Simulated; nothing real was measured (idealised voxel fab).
Process module name: voxel trench capacitor
Square cell edge 5 nm, section width 295 nm, ID cut.
Each cross-section below is a grid of square cells, stated as bands in top-down order, with one or more rows of cells making up each band. Band entry format. Leading values: height of top, height of bottom, nm. Remainder: materials in left-to-right order, each with its width in nm. Special words: "throughout" on a single material, which then fills the band edge to edge; "air", empty space. Measure heights from 0. That's the level where, below it, the as-received wafer is all one material. The lowest band is bottomless and extends downward; write it as in "0 nm and below". A width given as "30..40" starts at the first number in the band's top row and ends at the second number in its bottom row, shifting by an equal amount at every step from row to row. What does "no change" mean for a step? It means no cell of the cross-section changed in that step. So "Closed void table" is basically the list of trapped voids: any empty space of 8 cells or more that can't reach the top through an opening. They're written width x height at distance, the distance being from the left edge, and it's all nm. Where a step's line continues beyond its settings, the continuation is a remark by the simulator itself on that step. overlay nm: step with mask; distance mask lay right of planned place; negative value = left of planned place.

## The following list gives the planned process steps
- 1: op RECEIVE | material Si
- 2: op CONFORMAL_DEP | material SiN | thk nm 5
- 3: op MASKED_ETCH | tone open | mask id TRENCH | width nm 20 | pitch nm 50 | etch materials SiN | depth nm 5 | overlay nm 0
- 4: op MASKED_ETCH | tone open | mask id TRENCH | width nm 20 | pitch nm 50 | etch materials Si | depth nm 30 | overlay nm 0
- 5: op CONFORMAL_DEP | material SiO2 | thk nm 5
- 6: op FILL_DEP | material polySi | thk nm 10
- 7: op CMP | height nm 5

## As-received state of the wafer in cross-section, equivalent to post-step 1
* 0 nm and below = Si throughout
* Closed void table: none

## First wafer of two, sectioned at end of module; run went per plan
* 5 nm to 0 nm = SiN 85 nm | SiO2 5 nm | polySi 10 nm | SiO2 5 nm | SiN 30 nm | SiO2 5 nm | polySi 10 nm | SiO2 5 nm | SiN 30 nm | SiO2 5 nm | polySi 10 nm | SiO2 5 nm | SiN 90 nm
* 0 nm to -25 nm = Si 85 nm | SiO2 5 nm | polySi 10 nm | SiO2 5 nm | Si 30 nm | SiO2 5 nm | polySi 10 nm | SiO2 5 nm | Si 30 nm | SiO2 5 nm | polySi 10 nm | SiO2 5 nm | Si 90 nm
* -25 nm to -30 nm = Si 85 nm | SiO2 20 nm | Si 30 nm | SiO2 20 nm | Si 30 nm | SiO2 20 nm | Si 90 nm
* -30 nm and below = Si throughout
* Closed void table: none

## Here is the second of the two wafers cut open at the end of the module - same start, same plan as the first one, but we made one mistake running it
* 5 nm to 0 nm = polySi 85 nm | SiO2 5 nm | polySi 10 nm | SiO2 5 nm | polySi 30 nm | SiO2 5 nm | polySi 10 nm | SiO2 5 nm | polySi 30 nm | SiO2 5 nm | polySi 10 nm | SiO2 5 nm | polySi 90 nm
* 0 nm to -20 nm = Si 85 nm | SiO2 5 nm | polySi 10 nm | SiO2 5 nm | Si 30 nm | SiO2 5 nm | polySi 10 nm | SiO2 5 nm | Si 30 nm | SiO2 5 nm | polySi 10 nm | SiO2 5 nm | Si 90 nm
* -20 nm to -25 nm = Si 85 nm | SiO2 20 nm | Si 30 nm | SiO2 20 nm | Si 30 nm | SiO2 20 nm | Si 90 nm
* -25 nm and below = Si throughout
* Closed void table: none
Finding, execution versus plan: step 2 deviated from plan and actually ran as op CONFORMAL_DEP | material polySi | thk nm 5
Bottom line after processing is that, in cells, the second wafer is up or down on some materials versus the first: +12 Si; -47 SiN; -6 SiO2; +41 polySi
